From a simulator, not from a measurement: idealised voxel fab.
process module | voxel trench capacitor
cross-section cut | 200 nm wide | cells 5 nm
A cross-section is a grid of square cells, given in bands from the top down. A band is one or more rows of cells.
Each band's line starts with the height of the band's top and of its bottom, in nm. Then come its materials from left to right, each with its width in nm. One material with "throughout" fills the band from edge to edge. "air" is empty space.
Height 0 is the level under which the wafer as received is all one material. The lowest band goes on downwards, as in "0 down".
A width such as "30 to 40" changes by the same amount from each row of cells to the next, from the band's top row to its bottom row.
"no change" after a step means that no cell of the cross-section changed.
closed voids: empty space of 8 cells or more with no open way to the top, each as width x height at its distance from the left edge, in nm
after a step's settings: what the simulator itself notes on the step
overlay nm, on a step with a mask: how far to the right of its planned place the mask lay; to the left if negative
plan
1 op RECEIVE | material Si
2 op CONFORMAL_DEP | material SiN | thk nm 5
3 op MASKED_ETCH | tone open | mask id TRENCH | width nm 15 | pitch nm 45 | etch materials SiN | depth nm 5 | overlay nm 0
4 op MASKED_ETCH | tone open | mask id TRENCH | width nm 15 | pitch nm 45 | etch materials Si | depth nm 40 | overlay nm 0
5 op CONFORMAL_DEP | material SiO2 | thk nm 5
6 op FILL_DEP | material polySi | thk nm 5
7 op CMP | height nm 5
as received, after step 1
  0 down: Si throughout
  closed voids: none
a wafer at the end: this start, this plan, one mistake
  5 to 0: SiN 55 | SiO2 15 | SiN 30 | SiO2 15 | SiN 30 | SiO2 15 | SiN 40
  0 to -40: Si 55 | SiO2 5 | Si 40 | SiO2 5 | Si 40 | SiO2 5 | Si 50
  -40 down: Si throughout
  closed voids: none
what went wrong: step 3 ran as: op MASKED_ETCH | tone open | mask id TRENCH | width nm 15 | pitch nm 45 | etch materials SiN | depth nm 5 | overlay nm 10
